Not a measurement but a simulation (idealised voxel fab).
Title: Process Module voxel plated lines
Displayed cross-section: cut, width of 185 nm, square cells sized 5 nm.
Think of the cross-section as a grid of square cells. We describe it in bands, top to bottom, and each band covers one or more rows of those cells. A band entry consists of two parts. The first gives the height of the band's top and the height of its bottom, in nm. The rest lists the band's materials from left to right, each with its width in nm. A single material labelled with the word "edge to edge" fills the band from edge to edge, and the word "blank" marks empty space. The level at which height equals 0 is the one under which the wafer, as it arrives, is entirely one material. No lower edge exists for the bottom band, which continues downward and is notated as in "from 0 down". Width "30->40": first value at the band's top row of cells, second value at its bottom row, equal change from row to row. "no change occurred" (step): cross-section cells unchanged, all of them. Enclosed voids (no open way to top), threshold 8 cells or more, entry "Completely enclosed voids", notation width x height at distance, distance from left edge, nm. If you see something after the settings on a step's line, that's the simulator's own remark about that step. Regarding "overlay nm": on a step with a mask, it is the distance the mask lay to the right of its planned place; a negative value places it to the left.
[Listed below are the process steps as planned]
1 op RECEIVE | material Si
2 op CONFORMAL_DEP | material Al2O3 | thk nm 15
3 op DIRECTIONAL_DEP | material TiN | thk nm 5
4 op PATTERN | tone open | mask id LINES | material resist | width nm 25 | pitch nm 55 | thk nm 30 | overlay nm 0
5 op EPI | material Ru | thk nm 5
6 op EPI | material Ru | thk nm 10
7 op STRIP | etch materials resist
8 op DIRECTIONAL_ETCH | etch materials TiN | depth nm 5
9 op CONFORMAL_DEP | material SiN | thk nm 10
[first wafer, as planned]
[As-received state of the wafer in cross-section, equivalent to post-step 1]
> from 0 down  Si edge to edge
> Completely enclosed voids: none
[The following cross-section depicts the wafer upon completion of step 2]
> from 15 to 0  Al2O3 edge to edge
> Under the height 0 nothing was changed.
[The following cross-section depicts the wafer upon completion of step 3]
> from 20 to 15  TiN edge to edge
> Under the height 15 nothing was changed.
[The following cross-section depicts the wafer upon completion of step 4]
> from 50 to 20  resist 50 nm, blank 25 nm, resist 30 nm, blank 25 nm, resist 55 nm
> Under the height 20 nothing was changed.
[The following cross-section depicts the wafer upon completion of step 5]
> from 50 to 25  resist 50 nm, blank 25 nm, resist 30 nm, blank 25 nm, resist 55 nm
> from 25 to 20  resist 50 nm, Ru 25 nm, resist 30 nm, Ru 25 nm, resist 55 nm
> Under the height 20 nothing was changed.
[The following cross-section depicts the wafer upon completion of step 6]
> from 50 to 35  resist 50 nm, blank 25 nm, resist 30 nm, blank 25 nm, resist 55 nm
> from 35 to 20  resist 50 nm, Ru 25 nm, resist 30 nm, Ru 25 nm, resist 55 nm
> Under the height 20 nothing was changed.
[The following cross-section depicts the wafer upon completion of step 7]
> from 35 to 20  blank 50 nm, Ru 25 nm, blank 30 nm, Ru 25 nm, blank 55 nm
> Under the height 20 nothing was changed.
[The following cross-section depicts the wafer upon completion of step 8]
> from 35 to 20  blank 50 nm, Ru 25 nm, blank 30 nm, Ru 25 nm, blank 55 nm
> from 20 to 15  blank 50 nm, TiN 25 nm, blank 30 nm, TiN 25 nm, blank 55 nm
> Under the height 15 nothing was changed.
[The following cross-section depicts the wafer upon completion of step 9]
> from 45 to 35  blank 40 nm, SiN 45 nm, blank 10 nm, SiN 45 nm, blank 45 nm
> from 35 to 25  blank 40 nm, SiN 10 nm, Ru 25 nm, SiN 10 nm, blank 10 nm, SiN 10 nm, Ru 25 nm, SiN 10 nm, blank 45 nm
> from 25 to 20  SiN 50 nm, Ru 25 nm, SiN 30 nm, Ru 25 nm, SiN 55 nm
> from 20 to 15  SiN 50 nm, TiN 25 nm, SiN 30 nm, TiN 25 nm, SiN 55 nm
> Under the height 15 nothing was changed.
[The second wafer was prepared from the same starting point and under the same plan as the first; its processing contained one mistake, and it remains indistinguishable from the first wafer up to and including step 3]
[Cross-sectional view of the second wafer at the intended end time of process step 4]
> from 50 to 20  resist 40 nm, blank 25 nm, resist 30 nm, blank 25 nm, resist 65 nm
> Under the height 20 nothing was changed.
[Cross-sectional view of the second wafer at the intended end time of process step 5]
> from 50 to 25  resist 40 nm, blank 25 nm, resist 30 nm, blank 25 nm, resist 65 nm
> from 25 to 20  resist 40 nm, Ru 25 nm, resist 30 nm, Ru 25 nm, resist 65 nm
> Under the height 20 nothing was changed.
[Cross-sectional view of the second wafer at the intended end time of process step 6]
> from 50 to 35  resist 40 nm, blank 25 nm, resist 30 nm, blank 25 nm, resist 65 nm
> from 35 to 20  resist 40 nm, Ru 25 nm, resist 30 nm, Ru 25 nm, resist 65 nm
> Under the height 20 nothing was changed.
[Cross-sectional view of the second wafer at the intended end time of process step 7]
> from 35 to 20  blank 40 nm, Ru 25 nm, blank 30 nm, Ru 25 nm, blank 65 nm
> Under the height 20 nothing was changed.
[Cross-sectional view of the second wafer at the intended end time of process step 8]
> from 35 to 20  blank 40 nm, Ru 25 nm, blank 30 nm, Ru 25 nm, blank 65 nm
> from 20 to 15  blank 40 nm, TiN 25 nm, blank 30 nm, TiN 25 nm, blank 65 nm
> Under the height 15 nothing was changed.
[Cross-sectional view of the second wafer at the intended end time of process step 9]
> from 45 to 35  blank 30 nm, SiN 45 nm, blank 10 nm, SiN 45 nm, blank 55 nm
> from 35 to 25  blank 30 nm, SiN 10 nm, Ru 25 nm, SiN 10 nm, blank 10 nm, SiN 10 nm, Ru 25 nm, SiN 10 nm, blank 55 nm
> from 25 to 20  SiN 40 nm, Ru 25 nm, SiN 30 nm, Ru 25 nm, SiN 65 nm
> from 20 to 15  SiN 40 nm, TiN 25 nm, SiN 30 nm, TiN 25 nm, SiN 65 nm
> Under the height 15 nothing was changed.
Want to know what went wrong? step 4 did not use the planned setting and instead ran as op PATTERN | tone open | mask id LINES | material resist | width nm 25 | pitch nm 55 | thk nm 30 | overlay nm -10
At the end, each material covers as many cells on the second wafer as it does on the first, though the cells it covers are elsewhere.
